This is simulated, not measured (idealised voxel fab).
The following process module bears the name voxel released beams.
In the cross-section labelled cut, the width is 265 nm and each square cell is 5 nm.
Cross-section spec: square-cell grid; bands listed top down; each band is one or more rows.
The band entry comprises the height of the band's top followed by the height of its bottom, expressed in nm, and subsequently the band's materials from left to right, each stated together with its width in nm. Where a single material is marked with the word "throughout", that material fills the band from edge to edge. The word "air" represents empty space.
Ref level 0: as-received wafer is one material below here. Bottom band extends down with no lower bound ("0 down").
Width "30..40": first value at the band's top row of cells, second value at its bottom row, equal change from row to row.
Basically "no change occurred" means that step didn't change any cell in the cross-section.
For the entry "Closed-off voids", the listed items are empty spaces with no open way to the top whose size is 8 cells or more; each item follows the pattern width x height at distance, where distance is from the left edge and all three are in nm.
What comes after the settings on a step's line is commentary from the simulator itself on that step.
overlay nm: mask right of planned place by this much (step with mask). Neg. = left.
For the reader: what remains of this document is a series of pairs, each showing a cross-section before one process step and a cross-section after that step which reaches down only to the lowest band that changed, with the step between them and its settings set out under the pair. It should not be assumed that a pair continues from the pair above it; the pairs can come from different runs of this module on the same starting wafer, and such continuity exists only where the entry headed "Prior state" says so.
PRIOR STATE
> 0 down | Si throughout
> Closed-off voids: none
SECTION AFTER PROCESSING
> 10 to 0 | SiN throughout
> Nothing below the height 0 has changed.
> Closed-off voids: none
Intermediate step for the cross-sections above: op CONFORMAL_DEP | material SiN | thk nm 10
Prior state: see preceding pair, after cross-section.
SECTION AFTER PROCESSING
> 25 to 10 | SiO2 throughout
> Nothing below the height 10 has changed.
> Closed-off voids: none
Intermediate step for the cross-sections above: op DIRECTIONAL_DEP | material SiO2 | thk nm 15
Prior state: see preceding pair, after cross-section.
SECTION AFTER PROCESSING
> 40 to 25 | aC throughout
> Nothing below the height 25 has changed.
> Closed-off voids: none
Intermediate step for the cross-sections above: op DIRECTIONAL_DEP | material aC | thk nm 15
Prior state: see preceding pair, after cross-section.
SECTION AFTER PROCESSING
> 75 to 40 | resist=100, then air=25, then resist=140
> Nothing below the height 40 has changed.
> Closed-off voids: none
Intermediate step for the cross-sections above: op PATTERN | tone open | mask id ANCHOR | material resist | width nm 25 | thk nm 35 | overlay nm 0
Prior state: see preceding pair, after cross-section.
SECTION AFTER PROCESSING
> 60 to 40 | resist=100, then air=25, then resist=140
> 40 to 25 | aC=100, then air=25, then aC=140
> Nothing below the height 25 has changed.
> Closed-off voids: none
Intermediate step for the cross-sections above: op DIRECTIONAL_ETCH | etch materials aC | depth nm 15
Prior state: see preceding pair, after cross-section.
SECTION AFTER PROCESSING
> 40 to 25 | aC=100, then air=25, then aC=140
> Nothing below the height 25 has changed.
> Closed-off voids: none
Intermediate step for the cross-sections above: op STRIP | etch materials resist
Prior state: see preceding pair, after cross-section.
SECTION AFTER PROCESSING
> 40 to 25 | aC=100, then air=25, then aC=140
> 25 to 10 | SiO2=100, then air=25, then SiO2=140
> Nothing below the height 10 has changed.
> Closed-off voids: none
Intermediate step for the cross-sections above: op DIRECTIONAL_ETCH | etch materials SiO2 | depth nm 15
Prior state: see preceding pair, after cross-section.
SECTION AFTER PROCESSING
> 25 to 10 | SiO2=100, then air=25, then SiO2=140
> Nothing below the height 10 has changed.
> Closed-off voids: none
Intermediate step for the cross-sections above: op STRIP | etch materials aC
Prior state: see preceding pair, after cross-section.
SECTION AFTER PROCESSING
> 35 to 25 | polySi=110, then air=5, then polySi=150
> 25 to 20 | SiO2=100, then polySi=10, then air=5, then polySi=10, then SiO2=140
> 20 to 10 | SiO2=100, then polySi=25, then SiO2=140
> Nothing below the height 10 has changed.
> Closed-off voids: none
Intermediate step for the cross-sections above: op CONFORMAL_DEP | material polySi | thk nm 10
Prior state: see preceding pair, after cross-section.
SECTION AFTER PROCESSING
> 55 to 35 | air=95, then resist=70, then air=100
> 35 to 25 | polySi=110, then resist=5, then polySi=150
> 25 to 20 | SiO2=100, then polySi=10, then resist=5, then polySi=10, then SiO2=140
> Nothing below the height 20 has changed.
> Closed-off voids: none
Intermediate step for the cross-sections above: op PATTERN | tone cover | mask id BEAM | material resist | width nm 70 | thk nm 20 | overlay nm 0
Prior state: see preceding pair, after cross-section.
SECTION AFTER PROCESSING
> 55 to 35 | air=95, then resist=70, then air=100
> 35 to 25 | air=95, then polySi=15, then resist=5, then polySi=50, then air=100
> Nothing below the height 25 has changed.
> Closed-off voids: none
Intermediate step for the cross-sections above: op DIRECTIONAL_ETCH | etch materials polySi | depth nm 10
Prior state: see preceding pair, after cross-section.
SECTION AFTER PROCESSING
> 35 to 25 | air=95, then polySi=15, then air=5, then polySi=50, then air=100
> 25 to 20 | SiO2=100, then polySi=10, then air=5, then polySi=10, then SiO2=140
> Nothing below the height 20 has changed.
> Closed-off voids: none
Intermediate step for the cross-sections above: op STRIP | etch materials resist
Prior state: see preceding pair, after cross-section.
SECTION AFTER PROCESSING
> 35 to 25 | air=95, then polySi=15, then air=5, then polySi=50, then air=100
> 25 to 20 | air=100, then polySi=10, then air=5, then polySi=10, then air=140
> 20 to 10 | air=100, then polySi=25, then air=140
> Nothing below the height 10 has changed.
> Closed-off voids: none
Intermediate step for the cross-sections above: op STRIP | etch materials SiO2
PRIOR STATE
> 0 down | Si throughout
> Closed-off voids: none
SECTION AFTER PROCESSING
> 15 to 0 | SiO2 throughout
> Nothing below the height 0 has changed.
> Closed-off voids: none
Intermediate step for the cross-sections above: op DIRECTIONAL_DEP | material SiO2 | thk nm 15
Prior state: see preceding pair, after cross-section.
SECTION AFTER PROCESSING
> 30 to 15 | aC throughout
> Nothing below the height 15 has changed.
> Closed-off voids: none
Intermediate step for the cross-sections above: op DIRECTIONAL_DEP | material aC | thk nm 15
Prior state: see preceding pair, after cross-section.
SECTION AFTER PROCESSING
> 65 to 30 | resist=100, then air=25, then resist=140
> Nothing below the height 30 has changed.
> Closed-off voids: none
Intermediate step for the cross-sections above: op PATTERN | tone open | mask id ANCHOR | material resist | width nm 25 | thk nm 35 | overlay nm 0
Prior state: see preceding pair, after cross-section.
SECTION AFTER PROCESSING
> 50 to 30 | resist=100, then air=25, then resist=140
> 30 to 15 | aC=100, then air=25, then aC=140
> Nothing below the height 15 has changed.
> Closed-off voids: none
Intermediate step for the cross-sections above: op DIRECTIONAL_ETCH | etch materials aC | depth nm 15
Prior state: see preceding pair, after cross-section.
SECTION AFTER PROCESSING
> 30 to 15 | aC=100, then air=25, then aC=140
> Nothing below the height 15 has changed.
> Closed-off voids: none
Intermediate step for the cross-sections above: op STRIP | etch materials resist
Prior state: see preceding pair, after cross-section.
SECTION AFTER PROCESSING
> 30 to 15 | aC=100, then air=25, then aC=140
> 15 to 0 | SiO2=100, then air=25, then SiO2=140
> Nothing below the height 0 has changed.
> Closed-off voids: none
Intermediate step for the cross-sections above: op DIRECTIONAL_ETCH | etch materials SiO2 | depth nm 15
Prior state: see preceding pair, after cross-section.
SECTION AFTER PROCESSING
> 15 to 0 | SiO2=100, then air=25, then SiO2=140
> Nothing below the height 0 has changed.
> Closed-off voids: none
Intermediate step for the cross-sections above: op STRIP | etch materials aC
Prior state: see preceding pair, after cross-section.
SECTION AFTER PROCESSING
> 25 to 15 | polySi=110, then air=5, then polySi=150
> 15 to 10 | SiO2=100, then polySi=10, then air=5, then polySi=10, then SiO2=140
> 10 to 0 | SiO2=100, then polySi=25, then SiO2=140
> Nothing below the height 0 has changed.
> Closed-off voids: none
Intermediate step for the cross-sections above: op CONFORMAL_DEP | material polySi | thk nm 10
Prior state: see preceding pair, after cross-section.
SECTION AFTER PROCESSING
> 45 to 25 | air=95, then resist=70, then air=100
> 25 to 15 | polySi=110, then resist=5, then polySi=150
> 15 to 10 | SiO2=100, then polySi=10, then resist=5, then polySi=10, then SiO2=140
> Nothing below the height 10 has changed.
> Closed-off voids: none
Intermediate step for the cross-sections above: op PATTERN | tone cover | mask id BEAM | material resist | width nm 70 | thk nm 20 | overlay nm 0
Prior state: see preceding pair, after cross-section.
SECTION AFTER PROCESSING
> 45 to 25 | air=95, then resist=70, then air=100
> 25 to 15 | air=95, then polySi=15, then resist=5, then polySi=50, then air=100
> Nothing below the height 15 has changed.
> Closed-off voids: none
Intermediate step for the cross-sections above: op DIRECTIONAL_ETCH | etch materials polySi | depth nm 10
Prior state: see preceding pair, after cross-section.
SECTION AFTER PROCESSING
> 25 to 15 | air=95, then polySi=15, then air=5, then polySi=50, then air=100
> 15 to 10 | SiO2=100, then polySi=10, then air=5, then polySi=10, then SiO2=140
> Nothing below the height 10 has changed.
> Closed-off voids: none
Intermediate step for the cross-sections above: op STRIP | etch materials resist
Prior state: see preceding pair, after cross-section.
SECTION AFTER PROCESSING
> 25 to 15 | air=95, then polySi=15, then air=5, then polySi=50, then air=100
> 15 to 10 | air=100, then polySi=10, then air=5, then polySi=10, then air=140
> 10 to 0 | air=100, then polySi=25, then air=140
> Nothing below the height 0 has changed.
> Closed-off voids: none
Intermediate step for the cross-sections above: op STRIP | etch materials SiO2
PRIOR STATE
> 60 to 40 | resist=100, then air=25, then resist=140
> 40 to 25 | aC=100, then air=25, then aC=140
> 25 to 10 | SiO2 throughout
> 10 to 0 | SiN throughout
> 0 down | Si throughout
> Closed-off voids: none
SECTION AFTER PROCESSING
> 45 to 40 | resist=100, then air=25, then resist=140
> Nothing below the height 40 has changed.
> Closed-off voids: none
Intermediate step for the cross-sections above: op DIRECTIONAL_ETCH | etch materials aC | depth nm 15
Prior state: see preceding pair, after cross-section.
SECTION AFTER PROCESSING
> 40 to 25 | aC=100, then air=25, then aC=140
> Nothing below the height 25 has changed.
> Closed-off voids: none
Intermediate step for the cross-sections above: op STRIP | etch materials resist
PRIOR STATE
> 15 to 0 | SiO2 throughout
> 0 down | Si throughout
> Closed-off voids: none
SECTION AFTER PROCESSING
> 25 to 15 | SiN throughout
> Nothing below the height 15 has changed.
> Closed-off voids: none
Intermediate step for the cross-sections above: op CONFORMAL_DEP | material SiN | thk nm 10
Prior state: see preceding pair, after cross-section.
SECTION AFTER PROCESSING
> 40 to 25 | aC throughout
> Nothing below the height 25 has changed.
> Closed-off voids: none
Intermediate step for the cross-sections above: op DIRECTIONAL_DEP | material aC | thk nm 15
Prior state: see preceding pair, after cross-section.
SECTION AFTER PROCESSING
> 75 to 40 | resist=100, then air=25, then resist=140
> Nothing below the height 40 has changed.
> Closed-off voids: none
Intermediate step for the cross-sections above: op PATTERN | tone open | mask id ANCHOR | material resist | width nm 25 | thk nm 35 | overlay nm 0
Prior state: see preceding pair, after cross-section.
SECTION AFTER PROCESSING
> 60 to 40 | resist=100, then air=25, then resist=140
> 40 to 25 | aC=100, then air=25, then aC=140
> Nothing below the height 25 has changed.
> Closed-off voids: none
Intermediate step for the cross-sections above: op DIRECTIONAL_ETCH | etch materials aC | depth nm 15
Prior state: see preceding pair, after cross-section.
SECTION AFTER PROCESSING
> 40 to 25 | aC=100, then air=25, then aC=140
> Nothing below the height 25 has changed.
> Closed-off voids: none
Intermediate step for the cross-sections above: op STRIP | etch materials resist
Prior state: see preceding pair, after cross-section.
SECTION AFTER PROCESSING
> 25 to 15 | SiN throughout
> Nothing below the height 15 has changed.
> Closed-off voids: none
Intermediate step for the cross-sections above: op STRIP | etch materials aC
Prior state: see preceding pair, after cross-section.
SECTION AFTER PROCESSING
> 35 to 25 | polySi throughout
> Nothing below the height 25 has changed.
> Closed-off voids: none
Intermediate step for the cross-sections above: op CONFORMAL_DEP | material polySi | thk nm 10
Prior state: see preceding pair, after cross-section.
SECTION AFTER PROCESSING
> 55 to 35 | air=95, then resist=70, then air=100
> Nothing below the height 35 has changed.
> Closed-off voids: none
Intermediate step for the cross-sections above: op PATTERN | tone cover | mask id BEAM | material resist | width nm 70 | thk nm 20 | overlay nm 0
Prior state: see preceding pair, after cross-section.
SECTION AFTER PROCESSING
> 55 to 35 | air=95, then resist=70, then air=100
> 35 to 25 | air=95, then polySi=70, then air=100
> Nothing below the height 25 has changed.
> Closed-off voids: none
Intermediate step for the cross-sections above: op DIRECTIONAL_ETCH | etch materials polySi | depth nm 10
Prior state: see preceding pair, after cross-section.
SECTION AFTER PROCESSING
> 35 to 25 | air=95, then polySi=70, then air=100
> Nothing below the height 25 has changed.
> Closed-off voids: none
Intermediate step for the cross-sections above: op STRIP | etch materials resist
PRIOR STATE
> 0 down | Si throughout
> Closed-off voids: none
SECTION AFTER PROCESSING
> 5 to 0 | SiN throughout
> Nothing below the height 0 has changed.
> Closed-off voids: none
Intermediate step for the cross-sections above: op CONFORMAL_DEP | material SiN | thk nm 5
Prior state: see preceding pair, after cross-section.
SECTION AFTER PROCESSING
> 20 to 5 | SiO2 throughout
> Nothing below the height 5 has changed.
> Closed-off voids: none
Intermediate step for the cross-sections above: op DIRECTIONAL_DEP | material SiO2 | thk nm 15
Prior state: see preceding pair, after cross-section.
SECTION AFTER PROCESSING
> 35 to 20 | aC throughout
> Nothing below the height 20 has changed.
> Closed-off voids: none
Intermediate step for the cross-sections above: op DIRECTIONAL_DEP | material aC | thk nm 15
Prior state: see preceding pair, after cross-section.
SECTION AFTER PROCESSING
> 70 to 35 | resist=100, then air=25, then resist=140
> Nothing below the height 35 has changed.
> Closed-off voids: none
Intermediate step for the cross-sections above: op PATTERN | tone open | mask id ANCHOR | material resist | width nm 25 | thk nm 35 | overlay nm 0
Prior state: see preceding pair, after cross-section.
SECTION AFTER PROCESSING
> 55 to 35 | resist=100, then air=25, then resist=140
> 35 to 20 | aC=100, then air=25, then aC=140
> Nothing below the height 20 has changed.
> Closed-off voids: none
Intermediate step for the cross-sections above: op DIRECTIONAL_ETCH | etch materials aC | depth nm 15
Prior state: see preceding pair, after cross-section.
SECTION AFTER PROCESSING
> 35 to 20 | aC=100, then air=25, then aC=140
> Nothing below the height 20 has changed.
> Closed-off voids: none
Intermediate step for the cross-sections above: op STRIP | etch materials resist
Prior state: see preceding pair, after cross-section.
SECTION AFTER PROCESSING
> 35 to 20 | aC=100, then air=25, then aC=140
> 20 to 5 | SiO2=100, then air=25, then SiO2=140
> Nothing below the height 5 has changed.
> Closed-off voids: none
Intermediate step for the cross-sections above: op DIRECTIONAL_ETCH | etch materials SiO2 | depth nm 15
Prior state: see preceding pair, after cross-section.
SECTION AFTER PROCESSING
> 20 to 5 | SiO2=100, then air=25, then SiO2=140
> Nothing below the height 5 has changed.
> Closed-off voids: none
Intermediate step for the cross-sections above: op STRIP | etch materials aC
Prior state: see preceding pair, after cross-section.
SECTION AFTER PROCESSING
> 30 to 20 | polySi=110, then air=5, then polySi=150
> 20 to 15 | SiO2=100, then polySi=10, then air=5, then polySi=10, then SiO2=140
> 15 to 5 | SiO2=100, then polySi=25, then SiO2=140
> Nothing below the height 5 has changed.
> Closed-off voids: none
Intermediate step for the cross-sections above: op CONFORMAL_DEP | material polySi | thk nm 10
Prior state: see preceding pair, after cross-section.
SECTION AFTER PROCESSING
> 50 to 30 | air=95, then resist=70, then air=100
> 30 to 20 | polySi=110, then resist=5, then polySi=150
> 20 to 15 | SiO2=100, then polySi=10, then resist=5, then polySi=10, then SiO2=140
> Nothing below the height 15 has changed.
> Closed-off voids: none
Intermediate step for the cross-sections above: op PATTERN | tone cover | mask id BEAM | material resist | width nm 70 | thk nm 20 | overlay nm 0
Prior state: see preceding pair, after cross-section.
SECTION AFTER PROCESSING
> 50 to 30 | air=95, then resist=70, then air=100
> 30 to 20 | air=95, then polySi=15, then resist=5, then polySi=50, then air=100
> Nothing below the height 20 has changed.
> Closed-off voids: none
Intermediate step for the cross-sections above: op DIRECTIONAL_ETCH | etch materials polySi | depth nm 10
Prior state: see preceding pair, after cross-section.
SECTION AFTER PROCESSING
> 30 to 20 | air=95, then polySi=15, then air=5, then polySi=50, then air=100
> 20 to 15 | SiO2=100, then polySi=10, then air=5, then polySi=10, then SiO2=140
> Nothing below the height 15 has changed.
> Closed-off voids: none
Intermediate step for the cross-sections above: op STRIP | etch materials resist
Prior state: see preceding pair, after cross-section.
SECTION AFTER PROCESSING
> 30 to 20 | air=95, then polySi=15, then air=5, then polySi=50, then air=100
> 20 to 15 | air=100, then polySi=10, then air=5, then polySi=10, then air=140
> 15 to 5 | air=100, then polySi=25, then air=140
> Nothing below the height 5 has changed.
> Closed-off voids: none
Intermediate step for the cross-sections above: op STRIP | etch materials SiO2
PRIOR STATE
> 40 to 25 | aC throughout
> 25 to 10 | SiO2 throughout
> 10 to 0 | SiN throughout
> 0 down | Si throughout
> Closed-off voids: none
SECTION AFTER PROCESSING
> 75 to 40 | resist=95, then air=35, then resist=135
> Nothing below the height 40 has changed.
> Closed-off voids: none
Intermediate step for the cross-sections above: op PATTERN | tone open | mask id ANCHOR | material resist | width nm 35 | thk nm 35 | overlay nm 0
Prior state: see preceding pair, after cross-section.
SECTION AFTER PROCESSING
> 60 to 40 | resist=95, then air=35, then resist=135
> 40 to 25 | aC=95, then air=35, then aC=135
> Nothing below the height 25 has changed.
> Closed-off voids: none
Intermediate step for the cross-sections above: op DIRECTIONAL_ETCH | etch materials aC | depth nm 15
Prior state: see preceding pair, after cross-section.
SECTION AFTER PROCESSING
> 40 to 25 | aC=95, then air=35, then aC=135
> Nothing below the height 25 has changed.
> Closed-off voids: none
Intermediate step for the cross-sections above: op STRIP | etch materials resist
Prior state: see preceding pair, after cross-section.
SECTION AFTER PROCESSING
> 40 to 25 | aC=95, then air=35, then aC=135
> 25 to 10 | SiO2=95, then air=35, then SiO2=135
> Nothing below the height 10 has changed.
> Closed-off voids: none
Intermediate step for the cross-sections above: op DIRECTIONAL_ETCH | etch materials SiO2 | depth nm 15
Prior state: see preceding pair, after cross-section.
SECTION AFTER PROCESSING
> 25 to 10 | SiO2=95, then air=35, then SiO2=135
> Nothing below the height 10 has changed.
> Closed-off voids: none
Intermediate step for the cross-sections above: op STRIP | etch materials aC
Prior state: see preceding pair, after cross-section.
SECTION AFTER PROCESSING
> 35 to 25 | polySi=105, then air=15, then polySi=145
> 25 to 20 | SiO2=95, then polySi=10, then air=15, then polySi=10, then SiO2=135
> 20 to 10 | SiO2=95, then polySi=35, then SiO2=135
> Nothing below the height 10 has changed.
> Closed-off voids: none
Intermediate step for the cross-sections above: op CONFORMAL_DEP | material polySi | thk nm 10
Prior state: see preceding pair, after cross-section.
SECTION AFTER PROCESSING
> 55 to 35 | air=95, then resist=70, then air=100
> 35 to 25 | polySi=105, then resist=15, then polySi=145
> 25 to 20 | SiO2=95, then polySi=10, then resist=15, then polySi=10, then SiO2=135
> Nothing below the height 20 has changed.
> Closed-off voids: none
Intermediate step for the cross-sections above: op PATTERN | tone cover | mask id BEAM | material resist | width nm 70 | thk nm 20 | overlay nm 0
Prior state: see preceding pair, after cross-section.
SECTION AFTER PROCESSING
> 55 to 35 | air=95, then resist=70, then air=100
> 35 to 25 | air=95, then polySi=10, then resist=15, then polySi=45, then air=100
> Nothing below the height 25 has changed.
> Closed-off voids: none
Intermediate step for the cross-sections above: op DIRECTIONAL_ETCH | etch materials polySi | depth nm 10
Prior state: see preceding pair, after cross-section.
SECTION AFTER PROCESSING
> 35 to 25 | air=95, then polySi=10, then air=15, then polySi=45, then air=100
> 25 to 20 | SiO2=95, then polySi=10, then air=15, then polySi=10, then SiO2=135
> Nothing below the height 20 has changed.
> Closed-off voids: none
Intermediate step for the cross-sections above: op STRIP | etch materials resist
Prior state: see preceding pair, after cross-section.
SECTION AFTER PROCESSING
> 35 to 25 | air=95, then polySi=10, then air=15, then polySi=45, then air=100
> 25 to 20 | air=95, then polySi=10, then air=15, then polySi=10, then air=135
> 20 to 10 | air=95, then polySi=35, then air=135
> Nothing below the height 10 has changed.
> Closed-off voids: none
Intermediate step for the cross-sections above: op STRIP | etch materials SiO2
PRIOR STATE
> 40 to 25 | aC throughout
> 25 to 10 | SiO2 throughout
> 10 to 0 | SiN throughout
> 0 down | Si throughout
> Closed-off voids: none
SECTION AFTER PROCESSING
> 75 to 40 | resist=95, then air=25, then resist=145
> Nothing below the height 40 has changed.
> Closed-off voids: none
Intermediate step for the cross-sections above: op PATTERN | tone open | mask id ANCHOR | material resist | width nm 25 | thk nm 35 | overlay nm -5
Prior state: see preceding pair, after cross-section.
SECTION AFTER PROCESSING
> 60 to 40 | resist=95, then air=25, then resist=145
> 40 to 25 | aC=95, then air=25, then aC=145
> Nothing below the height 25 has changed.
> Closed-off voids: none
Intermediate step for the cross-sections above: op DIRECTIONAL_ETCH | etch materials aC | depth nm 15
Prior state: see preceding pair, after cross-section.
SECTION AFTER PROCESSING
> 40 to 25 | aC=95, then air=25, then aC=145
> Nothing below the height 25 has changed.
> Closed-off voids: none
Intermediate step for the cross-sections above: op STRIP | etch materials resist
Prior state: see preceding pair, after cross-section.
SECTION AFTER PROCESSING
> 40 to 25 | aC=95, then air=25, then aC=145
> 25 to 10 | SiO2=95, then air=25, then SiO2=145
> Nothing below the height 10 has changed.
> Closed-off voids: none
Intermediate step for the cross-sections above: op DIRECTIONAL_ETCH | etch materials SiO2 | depth nm 15
Prior state: see preceding pair, after cross-section.
SECTION AFTER PROCESSING
> 25 to 10 | SiO2=95, then air=25, then SiO2=145
> Nothing below the height 10 has changed.
> Closed-off voids: none
Intermediate step for the cross-sections above: op STRIP | etch materials aC
Prior state: see preceding pair, after cross-section.
SECTION AFTER PROCESSING
> 35 to 25 | polySi=105, then air=5, then polySi=155
> 25 to 20 | SiO2=95, then polySi=10, then air=5, then polySi=10, then SiO2=145
> 20 to 10 | SiO2=95, then polySi=25, then SiO2=145
> Nothing below the height 10 has changed.
> Closed-off voids: none
Intermediate step for the cross-sections above: op CONFORMAL_DEP | material polySi | thk nm 10
Prior state: see preceding pair, after cross-section.
SECTION AFTER PROCESSING
> 55 to 35 | air=95, then resist=70, then air=100
> 35 to 25 | polySi=105, then resist=5, then polySi=155
> 25 to 20 | SiO2=95, then polySi=10, then resist=5, then polySi=10, then SiO2=145
> Nothing below the height 20 has changed.
> Closed-off voids: none
Intermediate step for the cross-sections above: op PATTERN | tone cover | mask id BEAM | material resist | width nm 70 | thk nm 20 | overlay nm 0
Prior state: see preceding pair, after cross-section.
SECTION AFTER PROCESSING
> 55 to 35 | air=95, then resist=70, then air=100
> 35 to 25 | air=95, then polySi=10, then resist=5, then polySi=55, then air=100
> Nothing below the height 25 has changed.
> Closed-off voids: none
Intermediate step for the cross-sections above: op DIRECTIONAL_ETCH | etch materials polySi | depth nm 10
Prior state: see preceding pair, after cross-section.
SECTION AFTER PROCESSING
> 35 to 25 | air=95, then polySi=10, then air=5, then polySi=55, then air=100
> 25 to 20 | SiO2=95, then polySi=10, then air=5, then polySi=10, then SiO2=145
> Nothing below the height 20 has changed.
> Closed-off voids: none
Intermediate step for the cross-sections above: op STRIP | etch materials resist
Prior state: see preceding pair, after cross-section.
SECTION AFTER PROCESSING
> 35 to 25 | air=95, then polySi=10, then air=5, then polySi=55, then air=100
> 25 to 20 | air=95, then polySi=10, then air=5, then polySi=10, then air=145
> 20 to 10 | air=95, then polySi=25, then air=145
> Nothing below the height 10 has changed.
> Closed-off voids: none
Intermediate step for the cross-sections above: op STRIP | etch materials SiO2
PRIOR STATE
> 40 to 25 | aC=100, then air=25, then aC=140
> 25 to 10 | SiO2=100, then air=25, then SiO2=140
> 10 to 0 | SiN throughout
> 0 down | Si throughout
> Closed-off voids: none
SECTION AFTER PROCESSING
> 0 down | Si throughout
> Closed-off voids: none
Intermediate step for the cross-sections above: op STRIP | etch materials SiN
Prior state: see preceding pair, after cross-section.
SECTION AFTER PROCESSING
> 10 to 0 | polySi throughout
> Nothing below the height 0 has changed.
> Closed-off voids: none
Intermediate step for the cross-sections above: op CONFORMAL_DEP | material polySi | thk nm 10
Prior state: see preceding pair, after cross-section.
SECTION AFTER PROCESSING
> 30 to 10 | air=95, then resist=70, then air=100
> Nothing below the height 10 has changed.
> Closed-off voids: none
Intermediate step for the cross-sections above: op PATTERN | tone cover | mask id BEAM | material resist | width nm 70 | thk nm 20 | overlay nm 0
Prior state: see preceding pair, after cross-section.
SECTION AFTER PROCESSING
> 30 to 10 | air=95, then resist=70, then air=100
> 10 to 0 | air=95, then polySi=70, then air=100
> Nothing below the height 0 has changed.
> Closed-off voids: none
Intermediate step for the cross-sections above: op DIRECTIONAL_ETCH | etch materials polySi | depth nm 10
Prior state: see preceding pair, after cross-section.
SECTION AFTER PROCESSING
> 10 to 0 | air=95, then polySi=70, then air=100
> Nothing below the height 0 has changed.
> Closed-off voids: none
Intermediate step for the cross-sections above: op STRIP | etch materials resist
PRIOR STATE
> 40 to 25 | aC throughout
> 25 to 10 | SiO2 throughout
> 10 to 0 | SiN throughout
> 0 down | Si throughout
> Closed-off voids: none
SECTION AFTER PROCESSING
> 75 to 40 | air=100, then resist=25, then air=140
> Nothing below the height 40 has changed.
> Closed-off voids: none
Intermediate step for the cross-sections above: op PATTERN | tone cover | mask id ANCHOR | material resist | width nm 25 | thk nm 35 | overlay nm 0
Prior state: see preceding pair, after cross-section.
SECTION AFTER PROCESSING
> 60 to 40 | air=100, then resist=25, then air=140
> 40 to 25 | air=100, then aC=25, then air=140
> Nothing below the height 25 has changed.
> Closed-off voids: none
Intermediate step for the cross-sections above: op DIRECTIONAL_ETCH | etch materials aC | depth nm 15
Prior state: see preceding pair, after cross-section.
SECTION AFTER PROCESSING
> 40 to 25 | air=100, then aC=25, then air=140
> Nothing below the height 25 has changed.
> Closed-off voids: none
Intermediate step for the cross-sections above: op STRIP | etch materials resist
Prior state: see preceding pair, after cross-section.
SECTION AFTER PROCESSING
> 40 to 25 | air=100, then aC=25, then air=140
> 25 to 10 | air=100, then SiO2=25, then air=140
> Nothing below the height 10 has changed.
> Closed-off voids: none
Intermediate step for the cross-sections above: op DIRECTIONAL_ETCH | etch materials SiO2 | depth nm 15
Prior state: see preceding pair, after cross-section.
SECTION AFTER PROCESSING
> 25 to 10 | air=100, then SiO2=25, then air=140
> Nothing below the height 10 has changed.
> Closed-off voids: none
Intermediate step for the cross-sections above: op STRIP | etch materials aC
Prior state: see preceding pair, after cross-section.
SECTION AFTER PROCESSING
> 35 to 25 | air=90, then polySi=45, then air=130
> 25 to 20 | air=90, then polySi=10, then SiO2=25, then polySi=10, then air=130
> 20 to 10 | polySi=100, then SiO2=25, then polySi=140
> Nothing below the height 10 has changed.
> Closed-off voids: none
Intermediate step for the cross-sections above: op CONFORMAL_DEP | material polySi | thk nm 10
Prior state: see preceding pair, after cross-section.
SECTION AFTER PROCESSING
> 55 to 35 | air=95, then resist=70, then air=100
> 35 to 25 | air=90, then polySi=45, then resist=30, then air=100
> 25 to 20 | air=90, then polySi=10, then SiO2=25, then polySi=10, then resist=30, then air=100
> Nothing below the height 20 has changed.
> Closed-off voids: none
Intermediate step for the cross-sections above: op PATTERN | tone cover | mask id BEAM | material resist | width nm 70 | thk nm 20 | overlay nm 0
Prior state: see preceding pair, after cross-section.
SECTION AFTER PROCESSING
> 55 to 35 | air=95, then resist=70, then air=100
> 35 to 25 | air=95, then polySi=40, then resist=30, then air=100
> 25 to 20 | air=90, then polySi=10, then SiO2=25, then polySi=10, then resist=30, then air=100
> 20 to 10 | air=90, then polySi=10, then SiO2=25, then polySi=40, then air=100
> Nothing below the height 10 has changed.
> Closed-off voids: none
Intermediate step for the cross-sections above: op DIRECTIONAL_ETCH | etch materials polySi | depth nm 10
Prior state: see preceding pair, after cross-section.
SECTION AFTER PROCESSING
> 35 to 25 | air=95, then polySi=40, then air=130
> 25 to 20 | air=90, then polySi=10, then SiO2=25, then polySi=10, then air=130
> Nothing below the height 20 has changed.
> Closed-off voids: none
Intermediate step for the cross-sections above: op STRIP | etch materials resist
